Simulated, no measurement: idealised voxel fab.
Title: Process Module voxel self aligned contacts
205 nm wide, 5 nm square cells: that's cross-section cut.
Throughout this document, each cross-section is represented as a grid of square cells and is presented as a sequence of bands enumerated from the top downward, where a band comprises one or more rows of cells.
Basically the band line says how high the top is and how high the bottom is, in nm, and then what's in it from left to right, every material with its width in nm. Empty space shows up as "air", and if a single material carries "full width" it runs the full band edge to edge.
Height reference: 0 = level under which incoming wafer is all one material. Lowest band: no bottom, runs on downward, e.g. "from 0 down".
Note: "30 to 40" means the width goes from the first number (top row of the band) to the second number (bottom row) in equal steps per row of cells.
"nothing changed" (step): cross-section cells unchanged, all of them.
"closed voids" - sealed voids, min. 8 cells, no opening to top; format: width x height at distance (distance from left edge; nm throughout).
The remark found on a step's line after its settings is issued by the simulator itself and pertains to that step.
On any step carrying a mask, the "overlay nm" setting, if present on the step's line, tells how far right of its planned place the mask lay; negative values point to the left.
PLANNED PROCESS STEPS
| 1 | RECEIVE (material Si) |
| 2 | OXIDIZE (depth nm 5) |
| 3 | DIRECTIONAL_DEP (material polySi; thk nm 20) |
| 4 | DIRECTIONAL_DEP (material SiN; thk nm 25) |
| 5 | MASKED_ETCH (tone cover; mask id GATE; width nm 30; pitch nm 65; etch materials SiN; depth nm 25; overlay nm 0) |
| 6 | MASKED_ETCH (tone cover; mask id GATE; width nm 30; pitch nm 65; etch materials polySi; depth nm 20; overlay nm 0) |
| 7 | CONFORMAL_DEP (material SiN; thk nm 10) |
| 8 | DIRECTIONAL_ETCH (etch materials SiN; depth nm 10) |
| 9 | FILL_DEP (material SiO2; thk nm 20) |
| 10 | CMP (height nm 55) |
| 11 | DIRECTIONAL_DEP (material aC; thk nm 15) |
| 12 | PATTERN (tone open; mask id CONTACT; material resist; width nm 45; thk nm 30; overlay nm 0) |
| 13 | DIRECTIONAL_ETCH (etch materials aC; depth nm 15) |
| 14 | STRIP (etch materials resist) |
| 15 | DIRECTIONAL_ETCH (etch materials SiO2; depth nm 60) |
| 16 | STRIP (etch materials aC) |
| 17 | CONFORMAL_DEP (material TiN; thk nm 5) |
| 18 | FILL_DEP (material Ru; thk nm 5) |
| 19 | CMP (height nm 55) |
| 20 | CONFORMAL_DEP (material SiCN; thk nm 5) |
THE CROSS-SECTION HERE SHOWS THE WAFER AS RECEIVED, I.E. IN ITS STATE AFTER STEP 1
- from 0 down = Si full width
- closed voids: none
END-OF-MODULE XS, FIRST OF TWO WAFERS, RUN AS PLANNED
- from 60 to 55 = SiCN full width
- from 55 to 45 = SiO2 (80); TiN (5 to 20); Ru (35 to 5); TiN (5 to 20); SiO2 (80)
- from 45 to 20 = SiO2 (45); SiN (50); TiN (5); Ru (5); TiN (5); SiN (50); SiO2 (45)
- from 20 to 0 = SiO2 (45); SiN (10); polySi (30); SiN (10); TiN (5); Ru (5); TiN (5); SiN (10); polySi (30); SiN (10); SiO2 (45)
- from 0 to -5 = SiO2 (95); TiN (15); SiO2 (95)
- from -5 down = Si full width
- closed voids: none
CROSS-SECTION, SECOND WAFER: SAME START AS THE FIRST, SAME PLAN AS THE FIRST, ONE MISTAKE IN RUNNING IT; TAKEN AT THE END OF THE MODULE
- from 60 to 55 = SiCN full width
- from 55 to 45 = SiO2 (80); TiN (5 to 20); Ru (35 to 5); TiN (5 to 20); SiO2 (80)
- from 45 to 25 = SiO2 (45); SiN (50); TiN (5); Ru (5); TiN (5); SiN (50); SiO2 (45)
- from 25 to 20 = SiO2 (45); SiN (50); TiN (15); SiN (50); SiO2 (45)
- from 20 to 0 = SiO2 (40); SiN (10); polySi (35); SiN (10); TiN (10); SiN (10); polySi (35); SiN (10); SiO2 (45)
- from 0 to -5 = SiO2 (95); TiN (10); SiO2 (100)
- from -5 down = Si full width
- closed voids: none
Short version of what went wrong: step 6 ran with different settings than intended, the actual operation and settings being MASKED_ETCH (tone cover; mask id GATE; width nm 30; pitch nm 65; etch materials polySi; depth nm 20; overlay nm -5)
at the end the second wafer has, in cells: Ru: 5 fewer | SiO2: 3 fewer | polySi: 8 more
